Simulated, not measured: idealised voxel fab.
Proc. module: voxel air gaps
Cross-sectional view cut (width: 190 nm; square cell size: 5 nm).
We lay out every cross-section as a grid of square cells and spell it out in bands from the top down, where one band means one or more rows of cells. Top height, bottom height, nm. Materials left to right, width each, nm. Single material + "edge to edge" = fills band edge to edge. "empty" = empty. For the purposes of this specification, 0 denotes the height below which the wafer in its as-received condition is composed wholly of one material, and the lowermost band, lacking a lower limit, extends downward without end, as expressed in "top 0, no bottom". A two-number width, for instance "30..40", indicates that the width is equal to the first number in the top row of the band and to the second number in the bottom row, and that it changes by a constant amount per row of cells. You'll sometimes find "no modification" written for a step, and that's the way of saying that nowhere in the cross-section did a cell change during that step. "Non-vented voids" specifies each empty space that is not open to the top and that occupies no fewer than 8 cells, using the form width x height at distance, the distance measured from the left edge and all three quantities in nm. That trailing text on a step's line, after the settings, is the simulator's own remark on the step. Steps that use a mask can have "overlay nm" on their line. It says how far the mask sat to the right of where it was meant to be. Negative means to the left.

-- So here's the lineup of process steps we planned
step 1: RECEIVE (material Si)
step 2: CONFORMAL_DEP (material SiO2; thk nm 15)
step 3: CONFORMAL_DEP (material SiCN; thk nm 5)
step 4: DIRECTIONAL_DEP (material SiO2; thk nm 30)
step 5: PATTERN (tone open; mask id LINES; material resist; width nm 15; pitch nm 45; thk nm 20; overlay nm 0)
step 6: DIRECTIONAL_ETCH (etch materials SiO2; depth nm 30)
step 7: STRIP (etch materials resist)
step 8: CONFORMAL_DEP (material TiN; thk nm 5)
step 9: FILL_DEP (material W; thk nm 5)
step 10: CMP (height nm 50)
step 11: EPI (material Ru; thk nm 10)
step 12: SELECTIVE_ETCH (etch materials SiO2; depth nm 40)
step 13: CONFORMAL_DEP (material SiCN; thk nm 5)
The wafers in this document start out alike and differ in the width nm applied at step 5; the plan shows the value used for the first wafer.

-- Sectional view: first of several wafers, as received, after step 1
    top 0, no bottom = Si edge to edge
    Non-vented voids: none

-- Last step of the module is step 13; after it, the first of several wafers in cross-section
    top 65, bottom 60 = 25 empty, 135 SiCN, 30 empty
    top 60, bottom 50 = 25 empty, 5 SiCN, 35 Ru, 10 SiCN, 35 Ru, 10 SiCN, 35 Ru, 5 SiCN, 30 empty
    top 50, bottom 45 = 25 empty, 15 SiCN, 5 TiN, 5 W, 5 TiN, 30 SiCN, 5 TiN, 5 W, 5 TiN, 30 SiCN, 5 TiN, 5 W, 5 TiN, 15 SiCN, 30 empty
    top 45, bottom 25 = 35 empty, 5 SiCN, 5 TiN, 5 W, 5 TiN, 5 SiCN, 20 empty, 5 SiCN, 5 TiN, 5 W, 5 TiN, 5 SiCN, 20 empty, 5 SiCN, 5 TiN, 5 W, 5 TiN, 5 SiCN, 40 empty
    top 25, bottom 20 = 40 SiCN, 15 TiN, 30 SiCN, 15 TiN, 30 SiCN, 15 TiN, 45 SiCN
    top 20, bottom 15 = SiCN edge to edge
    top 15, bottom 0 = SiO2 edge to edge
    top 0, no bottom = Si edge to edge
    Non-vented voids: 20 x 20 at 60; 20 x 20 at 105

-- Here's the last wafer cross-sectioned at the end of the module
    top 65, bottom 60 = 20 empty, 150 SiCN, 20 empty
    top 60, bottom 50 = 20 empty, 5 SiCN, 140 Ru, 5 SiCN, 20 empty
    top 50, bottom 45 = 20 empty, 15 SiCN, 5 TiN, 20 W, 5 TiN, 15 SiO2, 5 TiN, 20 W, 5 TiN, 15 SiO2, 5 TiN, 20 W, 5 TiN, 15 SiCN, 20 empty
    top 45, bottom 25 = 30 empty, 5 SiCN, 5 TiN, 20 W, 5 TiN, 15 SiO2, 5 TiN, 20 W, 5 TiN, 15 SiO2, 5 TiN, 20 W, 5 TiN, 5 SiCN, 30 empty
    top 25, bottom 20 = 35 SiCN, 30 TiN, 15 SiO2, 30 TiN, 15 SiO2, 30 TiN, 35 SiCN
    top 20, bottom 15 = SiCN edge to edge
    top 15, bottom 0 = SiO2 edge to edge
    top 0, no bottom = Si edge to edge
    Non-vented voids: none

-- End of module, by wafer: material-by-material cell gain (+) or loss (-) since receipt, then closed voids
width nm 15 | +42 Ru | +148 SiCN | +114 SiO2 | +39 TiN | +15 W | Non-vented voids: 20 x 20 at 60; 20 x 20 at 105
width nm 20 | +48 Ru | +140 SiCN | +114 SiO2 | +42 TiN | +30 W | Non-vented voids: 15 x 20 at 65; 15 x 20 at 110
width nm 25 | +54 Ru | +100 SiCN | +162 SiO2 | +45 TiN | +45 W | Non-vented voids: none
width nm 30 | +56 Ru | +100 SiCN | +150 SiO2 | +48 TiN | +60 W | Non-vented voids: none
